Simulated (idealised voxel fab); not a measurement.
Process module, titled voxel double patterning
Xsec cut, 150 nm wide, square cell size 5 nm.
Just so we're on the same page, the cross-sections are grids of square cells, and they're listed out in bands top to bottom, each band one or more rows deep. It is stipulated that each band's entry specify, in nanometres, the height of the top of the band and then that of its bottom, followed by the materials of the band in left-to-right sequence, each together with its width in nanometres. A single material marked by the word "edge to edge" is understood to fill the band from edge to edge; the word "empty" is understood to denote empty space. Heights from 0 (as-received wafer is one material below). Bottom band endless downward, as "0 nm and below". A width given as "30 to 40" starts at the first number in the band's top row and ends at the second number in its bottom row, shifting by an equal amount at every step from row to row. No cell of the cross-section changed in a step that is given as "no alterations made". The entry "Sealed voids" lists the empty spaces that cover at least 8 cells and have no open path to the top. Each is written as width x height at distance, where the distance is measured from the left edge and all three values are in nm. It should be noted that, on the line of a given step, the content following the step's settings is a remark produced by the simulator itself with respect to that step. For masked steps, "overlay nm" on the step line gives how far right of plan the mask actually lay; a minus sign means it lay to the left.
Steps planned for the process
- 1: RECEIVE: material Si
- 2: CONFORMAL_DEP: material SiN, thk nm 10
- 3: DIRECTIONAL_DEP: material SiO2, thk nm 10
- 4: DIRECTIONAL_DEP: material SiCN, thk nm 5
- 5: DIRECTIONAL_DEP: material aC, thk nm 15
- 6: PATTERN: tone open, mask id FIRST, material resist, width nm 15, pitch nm 50, thk nm 35, overlay nm 0
- 7: DIRECTIONAL_ETCH: etch materials aC, depth nm 5
- 8: STRIP: etch materials resist
- 9: DIRECTIONAL_ETCH: etch materials SiCN, depth nm 5
- 10: STRIP: etch materials aC
- 11: PATTERN: tone open, mask id SECOND, material resist, width nm 15, thk nm 15, overlay nm 0
- 12: DIRECTIONAL_ETCH: etch materials SiCN, depth nm 5
- 13: STRIP: etch materials resist
- 14: DIRECTIONAL_ETCH: etch materials SiO2, depth nm 10
- 15: STRIP: etch materials SiCN
All wafers enter the flow in the same state. The depth nm at step 7 differs from wafer to wafer, and the plan gives the value for the first wafer.
Received condition of the first of several wafers, sectioned: post-step 1
  0 nm and below  Si edge to edge
  Sealed voids: none
End of module, by wafer: material-by-material cell gain (+) or loss (-) since receipt, then closed voids
depth nm 5, +60 SiN, +54 SiO2, Sealed voids: none
depth nm 10, +60 SiN, +54 SiO2, Sealed voids: none
depth nm 15, +60 SiN, +42 SiO2, Sealed voids: none
depth nm 20, +60 SiN, +42 SiO2, Sealed voids: none
depth nm 25, +60 SiN, +42 SiO2, Sealed voids: none
depth nm 30, +60 SiN, +42 SiO2, Sealed voids: none
